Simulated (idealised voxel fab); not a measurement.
Name of the process module below: voxel gate over fins
This is section cut - it's 275 nm across, gridded in 5 nm square cells.
Think of the cross-section as a grid of square cells. We describe it in bands, top to bottom, and each band covers one or more rows of those cells. Band: top and bottom heights (nm) first, top before bottom; then materials from left to right, widths in nm. "edge to edge" marks a sole material filling the band edge to edge. "empty" denotes empty space. Where do heights start? At 0: under that level the wafer as delivered is made of one material only. And the lowest band has no floor; it just carries on downward, as in "z 0 and below". Quick explanation for "30 to 40": the width changes in equal steps down the rows of cells, from the first number in the band's top row to the second number in its bottom row. Take "left unchanged" at face value: in the step it is given for, the cross-section changed in none of its cells. Look at "Enclosed void listing" for the closed voids: empty spaces with no open path to the top, sized 8 cells or up. Each is width x height at distance, distance from the left edge, all nm. Formally, on a step line, whatever follows the settings is a remark that the simulator itself makes on the step. The optional step-line setting "overlay nm" applies to steps with a mask and quantifies how far to the right of its planned location the mask lay, a negative value indicating leftward placement.

Listed below are the process steps as planned
1. RECEIVE (material Si)
2. CONFORMAL_DEP (material SiN; thk nm 10)
3. PATTERN (tone cover; mask id FINS; material resist; width nm 15; pitch nm 60; thk nm 15; overlay nm 0)
4. DIRECTIONAL_ETCH (etch materials SiN; depth nm 10)
5. DIRECTIONAL_ETCH (etch materials Si; depth nm 30)
6. STRIP (etch materials resist)
7. OXIDIZE (depth nm 5)
8. FILL_DEP (material SiO2; thk nm 5)
9. CMP (height nm 10)
10. MASKED_ETCH (tone open; mask id RAIL; width nm 15; etch materials SiO2; depth nm 35; overlay nm 0)
11. CONFORMAL_DEP (material TiN; thk nm 5)
12. FILL_DEP (material W; thk nm 5)
13. CMP (height nm 10)
14. SELECTIVE_ETCH (etch materials W Ru TiN; depth nm 30)
15. FILL_DEP (material SiO2; thk nm 5)
16. CMP (height nm 10)
17. SELECTIVE_ETCH (etch materials SiO2; depth nm 25)
18. STRIP (etch materials SiN)
19. CONFORMAL_DEP (material HfO2; thk nm 5)
20. CONFORMAL_DEP (material TiN; thk nm 5)
21. CONFORMAL_DEP (material TiAl; thk nm 5)
22. CONFORMAL_DEP (material TiN; thk nm 5)
23. FILL_DEP (material W; thk nm 15)
24. CMP (height nm 30)
25. CONFORMAL_DEP (material SiCN; thk nm 5)

The first of the two wafers, which ran as planned

Here's what the wafer looked like in cross-section when it arrived - that's after step 1
  z 0 and below: Si edge to edge
  Enclosed void listing: none

Cross-section: wafer state after step 2
  z 10 to 0: SiN edge to edge
  No changes below 0.

Cross-section: wafer state after step 3
  z 25 to 10: empty=70 / resist=15 / empty=45 / resist=15 / empty=45 / resist=15 / empty=70
  No changes below 10.

Cross-section: wafer state after step 4
  z 25 to 10: empty=70 / resist=15 / empty=45 / resist=15 / empty=45 / resist=15 / empty=70
  z 10 to 0: empty=70 / SiN=15 / empty=45 / SiN=15 / empty=45 / SiN=15 / empty=70
  No changes below 0.

Cross-section: wafer state after step 5
  z 25 to 10: empty=70 / resist=15 / empty=45 / resist=15 / empty=45 / resist=15 / empty=70
  z 10 to 0: empty=70 / SiN=15 / empty=45 / SiN=15 / empty=45 / SiN=15 / empty=70
  z 0 to -30: empty=70 / Si=15 / empty=45 / Si=15 / empty=45 / Si=15 / empty=70
  No changes below -30.

Cross-section: wafer state after step 6
  z 10 to 0: empty=70 / SiN=15 / empty=45 / SiN=15 / empty=45 / SiN=15 / empty=70
  No changes below 0.

Cross-section: wafer state after step 7
  z 10 to 0: empty=70 / SiN=15 / empty=45 / SiN=15 / empty=45 / SiN=15 / empty=70
  z 0 to -30: empty=70 / SiO2=5 / Si=5 / SiO2=5 / empty=45 / SiO2=5 / Si=5 / SiO2=5 / empty=45 / SiO2=5 / Si=5 / SiO2=5 / empty=70
  z -30 to -35: SiO2=75 / Si=5 / SiO2=55 / Si=5 / SiO2=55 / Si=5 / SiO2=75
  No changes below -35.

Cross-section: wafer state after step 8
  z 15 to 10: SiO2 edge to edge
  z 10 to 0: SiO2=70 / SiN=15 / SiO2=45 / SiN=15 / SiO2=45 / SiN=15 / SiO2=70
  z 0 to -35: SiO2=75 / Si=5 / SiO2=55 / Si=5 / SiO2=55 / Si=5 / SiO2=75
  No changes below -35.

Cross-section: wafer state after step 9
  z 10 to 0: SiO2=70 / SiN=15 / SiO2=45 / SiN=15 / SiO2=45 / SiN=15 / SiO2=70
  No changes below 0.

Cross-section: wafer state after step 10
  z 10 to 0: SiO2=70 / SiN=15 / SiO2=15 / empty=15 / SiO2=15 / SiN=15 / SiO2=45 / SiN=15 / SiO2=70
  z 0 to -25: SiO2=75 / Si=5 / SiO2=20 / empty=15 / SiO2=20 / Si=5 / SiO2=55 / Si=5 / SiO2=75
  No changes below -25.

Cross-section: wafer state after step 11
  z 15 to 10: TiN=105 / empty=5 / TiN=165
  z 10 to 0: SiO2=70 / SiN=15 / SiO2=15 / TiN=5 / empty=5 / TiN=5 / SiO2=15 / SiN=15 / SiO2=45 / SiN=15 / SiO2=70
  z 0 to -20: SiO2=75 / Si=5 / SiO2=20 / TiN=5 / empty=5 / TiN=5 / SiO2=20 / Si=5 / SiO2=55 / Si=5 / SiO2=75
  z -20 to -25: SiO2=75 / Si=5 / SiO2=20 / TiN=15 / SiO2=20 / Si=5 / SiO2=55 / Si=5 / SiO2=75
  No changes below -25.

Cross-section: wafer state after step 12
  z 20 to 15: W edge to edge
  z 15 to 10: TiN=105 / W=5 / TiN=165
  z 10 to 0: SiO2=70 / SiN=15 / SiO2=15 / TiN=5 / W=5 / TiN=5 / SiO2=15 / SiN=15 / SiO2=45 / SiN=15 / SiO2=70
  z 0 to -20: SiO2=75 / Si=5 / SiO2=20 / TiN=5 / W=5 / TiN=5 / SiO2=20 / Si=5 / SiO2=55 / Si=5 / SiO2=75
  No changes below -20.

Cross-section: wafer state after step 13
  z 10 to 0: SiO2=70 / SiN=15 / SiO2=15 / TiN=5 / W=5 / TiN=5 / SiO2=15 / SiN=15 / SiO2=45 / SiN=15 / SiO2=70
  No changes below 0.

Cross-section: wafer state after step 14
  z 10 to 0: SiO2=70 / SiN=15 / SiO2=15 / empty=15 / SiO2=15 / SiN=15 / SiO2=45 / SiN=15 / SiO2=70
  z 0 to -20: SiO2=75 / Si=5 / SiO2=20 / empty=15 / SiO2=20 / Si=5 / SiO2=55 / Si=5 / SiO2=75
  No changes below -20.

Cross-section: wafer state after step 15
  z 15 to 10: SiO2 edge to edge
  z 10 to 0: SiO2=70 / SiN=15 / SiO2=45 / SiN=15 / SiO2=45 / SiN=15 / SiO2=70
  z 0 to -20: SiO2=75 / Si=5 / SiO2=55 / Si=5 / SiO2=55 / Si=5 / SiO2=75
  No changes below -20.

Cross-section: wafer state after step 16
  z 10 to 0: SiO2=70 / SiN=15 / SiO2=45 / SiN=15 / SiO2=45 / SiN=15 / SiO2=70
  No changes below 0.

Cross-section: wafer state after step 17
  z 10 to 0: empty=70 / SiN=15 / empty=45 / SiN=15 / empty=45 / SiN=15 / empty=70
  z 0 to -15: empty=75 / Si=5 / empty=55 / Si=5 / empty=55 / Si=5 / empty=75
  No changes below -15.

Cross-section: wafer state after step 18
  z 0 to -15: empty=75 / Si=5 / empty=55 / Si=5 / empty=55 / Si=5 / empty=75
  No changes below -15.

Cross-section: wafer state after step 19
  z 5 to 0: empty=70 / HfO2=15 / empty=45 / HfO2=15 / empty=45 / HfO2=15 / empty=70
  z 0 to -10: empty=70 / HfO2=5 / Si=5 / HfO2=5 / empty=45 / HfO2=5 / Si=5 / HfO2=5 / empty=45 / HfO2=5 / Si=5 / HfO2=5 / empty=70
  z -10 to -15: HfO2=75 / Si=5 / HfO2=55 / Si=5 / HfO2=55 / Si=5 / HfO2=75
  No changes below -15.

Cross-section: wafer state after step 20
  z 10 to 5: empty=65 / TiN=25 / empty=35 / TiN=25 / empty=35 / TiN=25 / empty=65
  z 5 to 0: empty=65 / TiN=5 / HfO2=15 / TiN=5 / empty=35 / TiN=5 / HfO2=15 / TiN=5 / empty=35 / TiN=5 / HfO2=15 / TiN=5 / empty=65
  z 0 to -5: empty=65 / TiN=5 / HfO2=5 / Si=5 / HfO2=5 / TiN=5 / empty=35 / TiN=5 / HfO2=5 / Si=5 / HfO2=5 / TiN=5 / empty=35 / TiN=5 / HfO2=5 / Si=5 / HfO2=5 / TiN=5 / empty=65
  z -5 to -10: TiN=70 / HfO2=5 / Si=5 / HfO2=5 / TiN=45 / HfO2=5 / Si=5 / HfO2=5 / TiN=45 / HfO2=5 / Si=5 / HfO2=5 / TiN=70
  No changes below -10.

Cross-section: wafer state after step 21
  z 15 to 10: empty=60 / TiAl=35 / empty=25 / TiAl=35 / empty=25 / TiAl=35 / empty=60
  z 10 to 5: empty=60 / TiAl=5 / TiN=25 / TiAl=5 / empty=25 / TiAl=5 / TiN=25 / TiAl=5 / empty=25 / TiAl=5 / TiN=25 / TiAl=5 / empty=60
  z 5 to 0: empty=60 / TiAl=5 / TiN=5 / HfO2=15 / TiN=5 / TiAl=5 / empty=25 / TiAl=5 / TiN=5 / HfO2=15 / TiN=5 / TiAl=5 / empty=25 / TiAl=5 / TiN=5 / HfO2=15 / TiN=5 / TiAl=5 / empty=60
  z 0 to -5: TiAl=65 / TiN=5 / HfO2=5 / Si=5 / HfO2=5 / TiN=5 / TiAl=35 / TiN=5 / HfO2=5 / Si=5 / HfO2=5 / TiN=5 / TiAl=35 / TiN=5 / HfO2=5 / Si=5 / HfO2=5 / TiN=5 / TiAl=65
  No changes below -5.

Cross-section: wafer state after step 22
  z 20 to 15: empty=55 / TiN=45 / empty=15 / TiN=45 / empty=15 / TiN=45 / empty=55
  z 15 to 10: empty=55 / TiN=5 / TiAl=35 / TiN=5 / empty=15 / TiN=5 / TiAl=35 / TiN=5 / empty=15 / TiN=5 / TiAl=35 / TiN=5 / empty=55
  z 10 to 5: empty=55 / TiN=5 / TiAl=5 / TiN=25 / TiAl=5 / TiN=5 / empty=15 / TiN=5 / TiAl=5 / TiN=25 / TiAl=5 / TiN=5 / empty=15 / TiN=5 / TiAl=5 / TiN=25 / TiAl=5 / TiN=5 / empty=55
  z 5 to 0: TiN=60 / TiAl=5 / TiN=5 / HfO2=15 / TiN=5 / TiAl=5 / TiN=25 / TiAl=5 / TiN=5 / HfO2=15 / TiN=5 / TiAl=5 / TiN=25 / TiAl=5 / TiN=5 / HfO2=15 / TiN=5 / TiAl=5 / TiN=60
  No changes below 0.

Cross-section: wafer state after step 23
  z 35 to 20: W edge to edge
  z 20 to 15: W=55 / TiN=45 / W=15 / TiN=45 / W=15 / TiN=45 / W=55
  z 15 to 10: W=55 / TiN=5 / TiAl=35 / TiN=5 / W=15 / TiN=5 / TiAl=35 / TiN=5 / W=15 / TiN=5 / TiAl=35 / TiN=5 / W=55
  z 10 to 5: W=55 / TiN=5 / TiAl=5 / TiN=25 / TiAl=5 / TiN=5 / W=15 / TiN=5 / TiAl=5 / TiN=25 / TiAl=5 / TiN=5 / W=15 / TiN=5 / TiAl=5 / TiN=25 / TiAl=5 / TiN=5 / W=55
  No changes below 5.

Cross-section: wafer state after step 24
  z 30 to 20: W edge to edge
  No changes below 20.

Cross-section: wafer state after step 25
  z 35 to 30: SiCN edge to edge
  No changes below 30.

Second wafer, same starting state and plan as the first, one mistake in the run, identical through step 2

Second wafer shown in cross-section at the time step 3 was slated to end
  z 25 to 10: empty=65 / resist=15 / empty=45 / resist=15 / empty=45 / resist=15 / empty=75
  No changes below 10.

Second wafer shown in cross-section at the time step 4 was slated to end
  z 25 to 10: empty=65 / resist=15 / empty=45 / resist=15 / empty=45 / resist=15 / empty=75
  z 10 to 0: empty=65 / SiN=15 / empty=45 / SiN=15 / empty=45 / SiN=15 / empty=75
  No changes below 0.

Second wafer shown in cross-section at the time step 5 was slated to end
  z 25 to 10: empty=65 / resist=15 / empty=45 / resist=15 / empty=45 / resist=15 / empty=75
  z 10 to 0: empty=65 / SiN=15 / empty=45 / SiN=15 / empty=45 / SiN=15 / empty=75
  z 0 to -30: empty=65 / Si=15 / empty=45 / Si=15 / empty=45 / Si=15 / empty=75
  No changes below -30.

Second wafer shown in cross-section at the time step 6 was slated to end
  z 10 to 0: empty=65 / SiN=15 / empty=45 / SiN=15 / empty=45 / SiN=15 / empty=75
  No changes below 0.

Second wafer shown in cross-section at the time step 7 was slated to end
  z 10 to 0: empty=65 / SiN=15 / empty=45 / SiN=15 / empty=45 / SiN=15 / empty=75
  z 0 to -30: empty=65 / SiO2=5 / Si=5 / SiO2=5 / empty=45 / SiO2=5 / Si=5 / SiO2=5 / empty=45 / SiO2=5 / Si=5 / SiO2=5 / empty=75
  z -30 to -35: SiO2=70 / Si=5 / SiO2=55 / Si=5 / SiO2=55 / Si=5 / SiO2=80
  No changes below -35.

Second wafer shown in cross-section at the time step 8 was slated to end
  z 15 to 10: SiO2 edge to edge
  z 10 to 0: SiO2=65 / SiN=15 / SiO2=45 / SiN=15 / SiO2=45 / SiN=15 / SiO2=75
  z 0 to -35: SiO2=70 / Si=5 / SiO2=55 / Si=5 / SiO2=55 / Si=5 / SiO2=80
  No changes below -35.

Second wafer shown in cross-section at the time step 9 was slated to end
  z 10 to 0: SiO2=65 / SiN=15 / SiO2=45 / SiN=15 / SiO2=45 / SiN=15 / SiO2=75
  No changes below 0.

Second wafer shown in cross-section at the time step 10 was slated to end
  z 10 to 0: SiO2=65 / SiN=15 / SiO2=20 / empty=15 / SiO2=10 / SiN=15 / SiO2=45 / SiN=15 / SiO2=75
  z 0 to -25: SiO2=70 / Si=5 / SiO2=25 / empty=15 / SiO2=15 / Si=5 / SiO2=55 / Si=5 / SiO2=80
  No changes below -25.

Second wafer shown in cross-section at the time step 11 was slated to end
  z 15 to 10: TiN=105 / empty=5 / TiN=165
  z 10 to 0: SiO2=65 / SiN=15 / SiO2=20 / TiN=5 / empty=5 / TiN=5 / SiO2=10 / SiN=15 / SiO2=45 / SiN=15 / SiO2=75
  z 0 to -20: SiO2=70 / Si=5 / SiO2=25 / TiN=5 / empty=5 / TiN=5 / SiO2=15 / Si=5 / SiO2=55 / Si=5 / SiO2=80
  z -20 to -25: SiO2=70 / Si=5 / SiO2=25 / TiN=15 / SiO2=15 / Si=5 / SiO2=55 / Si=5 / SiO2=80
  No changes below -25.

Second wafer shown in cross-section at the time step 12 was slated to end
  z 20 to 15: W edge to edge
  z 15 to 10: TiN=105 / W=5 / TiN=165
  z 10 to 0: SiO2=65 / SiN=15 / SiO2=20 / TiN=5 / W=5 / TiN=5 / SiO2=10 / SiN=15 / SiO2=45 / SiN=15 / SiO2=75
  z 0 to -20: SiO2=70 / Si=5 / SiO2=25 / TiN=5 / W=5 / TiN=5 / SiO2=15 / Si=5 / SiO2=55 / Si=5 / SiO2=80
  No changes below -20.

Second wafer shown in cross-section at the time step 13 was slated to end
  z 10 to 0: SiO2=65 / SiN=15 / SiO2=20 / TiN=5 / W=5 / TiN=5 / SiO2=10 / SiN=15 / SiO2=45 / SiN=15 / SiO2=75
  No changes below 0.

Second wafer shown in cross-section at the time step 14 was slated to end
  z 10 to 0: SiO2=65 / SiN=15 / SiO2=20 / empty=15 / SiO2=10 / SiN=15 / SiO2=45 / SiN=15 / SiO2=75
  z 0 to -20: SiO2=70 / Si=5 / SiO2=25 / empty=15 / SiO2=15 / Si=5 / SiO2=55 / Si=5 / SiO2=80
  No changes below -20.

Second wafer shown in cross-section at the time step 15 was slated to end
  z 15 to 10: SiO2 edge to edge
  z 10 to 0: SiO2=65 / SiN=15 / SiO2=45 / SiN=15 / SiO2=45 / SiN=15 / SiO2=75
  z 0 to -20: SiO2=70 / Si=5 / SiO2=55 / Si=5 / SiO2=55 / Si=5 / SiO2=80
  No changes below -20.

Second wafer shown in cross-section at the time step 16 was slated to end
  z 10 to 0: SiO2=65 / SiN=15 / SiO2=45 / SiN=15 / SiO2=45 / SiN=15 / SiO2=75
  No changes below 0.

Second wafer shown in cross-section at the time step 17 was slated to end
  z 10 to 0: empty=65 / SiN=15 / empty=45 / SiN=15 / empty=45 / SiN=15 / empty=75
  z 0 to -15: empty=70 / Si=5 / empty=55 / Si=5 / empty=55 / Si=5 / empty=80
  No changes below -15.

Second wafer shown in cross-section at the time step 18 was slated to end
  z 0 to -15: empty=70 / Si=5 / empty=55 / Si=5 / empty=55 / Si=5 / empty=80
  No changes below -15.

Second wafer shown in cross-section at the time step 19 was slated to end
  z 5 to 0: empty=65 / HfO2=15 / empty=45 / HfO2=15 / empty=45 / HfO2=15 / empty=75
  z 0 to -10: empty=65 / HfO2=5 / Si=5 / HfO2=5 / empty=45 / HfO2=5 / Si=5 / HfO2=5 / empty=45 / HfO2=5 / Si=5 / HfO2=5 / empty=75
  z -10 to -15: HfO2=70 / Si=5 / HfO2=55 / Si=5 / HfO2=55 / Si=5 / HfO2=80
  No changes below -15.

Second wafer shown in cross-section at the time step 20 was slated to end
  z 10 to 5: empty=60 / TiN=25 / empty=35 / TiN=25 / empty=35 / TiN=25 / empty=70
  z 5 to 0: empty=60 / TiN=5 / HfO2=15 / TiN=5 / empty=35 / TiN=5 / HfO2=15 / TiN=5 / empty=35 / TiN=5 / HfO2=15 / TiN=5 / empty=70
  z 0 to -5: empty=60 / TiN=5 / HfO2=5 / Si=5 / HfO2=5 / TiN=5 / empty=35 / TiN=5 / HfO2=5 / Si=5 / HfO2=5 / TiN=5 / empty=35 / TiN=5 / HfO2=5 / Si=5 / HfO2=5 / TiN=5 / empty=70
  z -5 to -10: TiN=65 / HfO2=5 / Si=5 / HfO2=5 / TiN=45 / HfO2=5 / Si=5 / HfO2=5 / TiN=45 / HfO2=5 / Si=5 / HfO2=5 / TiN=75
  No changes below -10.

Second wafer shown in cross-section at the time step 21 was slated to end
  z 15 to 10: empty=55 / TiAl=35 / empty=25 / TiAl=35 / empty=25 / TiAl=35 / empty=65
  z 10 to 5: empty=55 / TiAl=5 / TiN=25 / TiAl=5 / empty=25 / TiAl=5 / TiN=25 / TiAl=5 / empty=25 / TiAl=5 / TiN=25 / TiAl=5 / empty=65
  z 5 to 0: empty=55 / TiAl=5 / TiN=5 / HfO2=15 / TiN=5 / TiAl=5 / empty=25 / TiAl=5 / TiN=5 / HfO2=15 / TiN=5 / TiAl=5 / empty=25 / TiAl=5 / TiN=5 / HfO2=15 / TiN=5 / TiAl=5 / empty=65
  z 0 to -5: TiAl=60 / TiN=5 / HfO2=5 / Si=5 / HfO2=5 / TiN=5 / TiAl=35 / TiN=5 / HfO2=5 / Si=5 / HfO2=5 / TiN=5 / TiAl=35 / TiN=5 / HfO2=5 / Si=5 / HfO2=5 / TiN=5 / TiAl=70
  No changes below -5.

Second wafer shown in cross-section at the time step 22 was slated to end
  z 20 to 15: empty=50 / TiN=45 / empty=15 / TiN=45 / empty=15 / TiN=45 / empty=60
  z 15 to 10: empty=50 / TiN=5 / TiAl=35 / TiN=5 / empty=15 / TiN=5 / TiAl=35 / TiN=5 / empty=15 / TiN=5 / TiAl=35 / TiN=5 / empty=60
  z 10 to 5: empty=50 / TiN=5 / TiAl=5 / TiN=25 / TiAl=5 / TiN=5 / empty=15 / TiN=5 / TiAl=5 / TiN=25 / TiAl=5 / TiN=5 / empty=15 / TiN=5 / TiAl=5 / TiN=25 / TiAl=5 / TiN=5 / empty=60
  z 5 to 0: TiN=55 / TiAl=5 / TiN=5 / HfO2=15 / TiN=5 / TiAl=5 / TiN=25 / TiAl=5 / TiN=5 / HfO2=15 / TiN=5 / TiAl=5 / TiN=25 / TiAl=5 / TiN=5 / HfO2=15 / TiN=5 / TiAl=5 / TiN=65
  No changes below 0.

Second wafer shown in cross-section at the time step 23 was slated to end
  z 35 to 20: W edge to edge
  z 20 to 15: W=50 / TiN=45 / W=15 / TiN=45 / W=15 / TiN=45 / W=60
  z 15 to 10: W=50 / TiN=5 / TiAl=35 / TiN=5 / W=15 / TiN=5 / TiAl=35 / TiN=5 / W=15 / TiN=5 / TiAl=35 / TiN=5 / W=60
  z 10 to 5: W=50 / TiN=5 / TiAl=5 / TiN=25 / TiAl=5 / TiN=5 / W=15 / TiN=5 / TiAl=5 / TiN=25 / TiAl=5 / TiN=5 / W=15 / TiN=5 / TiAl=5 / TiN=25 / TiAl=5 / TiN=5 / W=60
  No changes below 5.

Second wafer shown in cross-section at the time step 24 was slated to end
  z 30 to 20: W edge to edge
  No changes below 20.

Second wafer shown in cross-section at the time step 25 was slated to end
  z 35 to 30: SiCN edge to edge
  No changes below 30.
Heads up, the wafer didn't run the way we planned it: step 3, actual vs plan mismatch, actual run PATTERN (tone cover; mask id FINS; material resist; width nm 15; pitch nm 60; thk nm 15; overlay nm -5)
The two final wafers agree on how many cells each material fills and disagree on which cells those are.
